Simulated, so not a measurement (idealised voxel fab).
Process module name: voxel lift off
We display cut, a cross-section 220 nm in width whose square cells are each 5 nm.
Cross-section = grid of square cells, listed top down in bands; band = one or more rows. Per band: top height and bottom height in nm, followed by the left-to-right materials and their widths in nm; "everywhere" marks a single material spanning edge to edge, "empty" marks empty space. For the purposes of this specification, 0 denotes the height below which the wafer in its as-received condition is composed wholly of one material, and the lowermost band, lacking a lower limit, extends downward without end, as expressed in "0 -> down". The expression "30..40" gives the width at the extremes of the band, the first number at its top row of cells and the second at its bottom row, with the width changing by equal amounts from each row to the next in between. When a step is marked "left unchanged", none of the cells in the cross-section changed during that step. Any empty space of 8 cells or more lacking an open way to the top shows up in "Listed closed voids" as width x height at distance, distance from the left edge, in nm. Post-settings text on a step line: simulator's own remark regarding the step. You can add "overlay nm" to a step's line. For a step with a mask, it describes how far the mask lay to the right of its planned position, and a negative number describes a lay to the left.

The process steps that were planned are listed below
1 RECEIVE, material Si
2 CONFORMAL_DEP, material SiO2, thk nm 15
3 PATTERN, tone open, mask id LINES, material resist, width nm 15, pitch nm 40, thk nm 25, overlay nm -15
4 DIRECTIONAL_DEP, material Ru, thk nm 10
5 STRIP, etch materials resist
6 CONFORMAL_DEP, material SiCN, thk nm 10
Split variable: overlay nm, step 3. Plan value = first wafer. Wafers start alike.

The as-received cross-section of the first of several wafers corresponds to the state after step 1
  0 -> down = Si everywhere
  Listed closed voids: none

Quick look at the cross-section of the first of several wafers after step 6, which wraps up the module
  35 -> 25 = empty 35 nm  SiCN 35 nm  empty 5 nm  SiCN 35 nm  empty 5 nm  SiCN 35 nm  empty 70 nm
  25 -> 15 = SiCN 45 nm  Ru 15 nm  SiCN 25 nm  Ru 15 nm  SiCN 25 nm  Ru 15 nm  SiCN 80 nm
  15 -> 0 = SiO2 everywhere
  0 -> down = Si everywhere
  Listed closed voids: none

X-section, last wafer, module end
  35 -> 25 = empty 65 nm  SiCN 35 nm  empty 5 nm  SiCN 35 nm  empty 5 nm  SiCN 35 nm  empty 40 nm
  25 -> 15 = SiCN 75 nm  Ru 15 nm  SiCN 25 nm  Ru 15 nm  SiCN 25 nm  Ru 15 nm  SiCN 50 nm
  15 -> 0 = SiO2 everywhere
  0 -> down = Si everywhere
  Listed closed voids: none

Per wafer, end of module: cells gained (+) or lost (-) per material since receipt, then closed voids
overlay nm -15 | +18 Ru | +112 SiCN | +132 SiO2 | Listed closed voids: none
overlay nm -10 | +18 Ru | +112 SiCN | +132 SiO2 | Listed closed voids: none
overlay nm -5 | +18 Ru | +112 SiCN | +132 SiO2 | Listed closed voids: none
overlay nm 0 | +18 Ru | +112 SiCN | +132 SiO2 | Listed closed voids: none
overlay nm 5 | +18 Ru | +112 SiCN | +132 SiO2 | Listed closed voids: none
overlay nm 10 | +18 Ru | +112 SiCN | +132 SiO2 | Listed closed voids: none
overlay nm 15 | +18 Ru | +112 SiCN | +132 SiO2 | Listed closed voids: none
